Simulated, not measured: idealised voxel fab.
process module | voxel released beams
cross-section cut | 300 nm wide | cells 5 nm
A cross-section is a grid of square cells, given in bands from the top down. A band is one or more rows of cells.
Each band's line starts with the height of the band's top and of its bottom, in nm. Then come its materials from left to right, each with its width in nm. One material with "throughout" fills the band from edge to edge. "air" is empty space.
Height 0 is the level under which the wafer as received is all one material. The lowest band goes on downwards, as in "0 down".
A width such as "30 to 40" changes by the same amount from each row of cells to the next, from the band's top row to its bottom row.
"no change" after a step means that no cell of the cross-section changed.
closed voids: empty space of 8 cells or more with no open way to the top, each as width x height at its distance from the left edge, in nm
after a step's settings: what the simulator itself notes on the step
overlay nm, on a step with a mask: how far to the right of its planned place the mask lay; to the left if negative
plan
1 op RECEIVE | material Si
2 op CONFORMAL_DEP | material SiN | thk nm 5
3 op DIRECTIONAL_DEP | material SiO2 | thk nm 10
4 op DIRECTIONAL_DEP | material aC | thk nm 10
5 op PATTERN | tone open | mask id ANCHOR | material resist | width nm 40 | thk nm 25 | overlay nm 0
6 op DIRECTIONAL_ETCH | etch materials aC | depth nm 10
7 op STRIP | etch materials resist
8 op DIRECTIONAL_ETCH | etch materials SiO2 | depth nm 10
9 op STRIP | etch materials aC
10 op CONFORMAL_DEP | material W | thk nm 15
11 op DIRECTIONAL_DEP | material aC | thk nm 15
12 op PATTERN | tone cover | mask id BEAM | material resist | width nm 90 | thk nm 30 | overlay nm 0
13 op DIRECTIONAL_ETCH | etch materials aC | depth nm 15
14 op STRIP | etch materials resist
15 op DIRECTIONAL_ETCH | etch materials W | depth nm 15
16 op STRIP | etch materials aC
17 op STRIP | etch materials SiO2
as received, after step 1
  0 down: Si throughout
  closed voids: none
first wafer at the end, as planned
  30 to 20: air 100 | W 20 | air 10 | W 60 | air 110
  20 to 15: air 100 | W 90 | air 110
  15 to 5: air 105 | W 40 | air 155
  5 to 0: SiN throughout
  0 down: Si throughout
  closed voids: none
second wafer at the end: like start, like plan, one mistake
  30 to 25: air 100 | W 20 | air 10 | W 60 | air 110
  25 to 20: W 120 | air 10 | W 170
  20 to 15: W throughout
  15 to 5: SiO2 105 | W 40 | SiO2 155
  5 to 0: SiN throughout
  0 down: Si throughout
  closed voids: none
what went wrong: step 15 ran as: op DIRECTIONAL_ETCH | etch materials W | depth nm 5
at the end the second wafer has, in cells: 104 more of SiO2 | 84 more of W
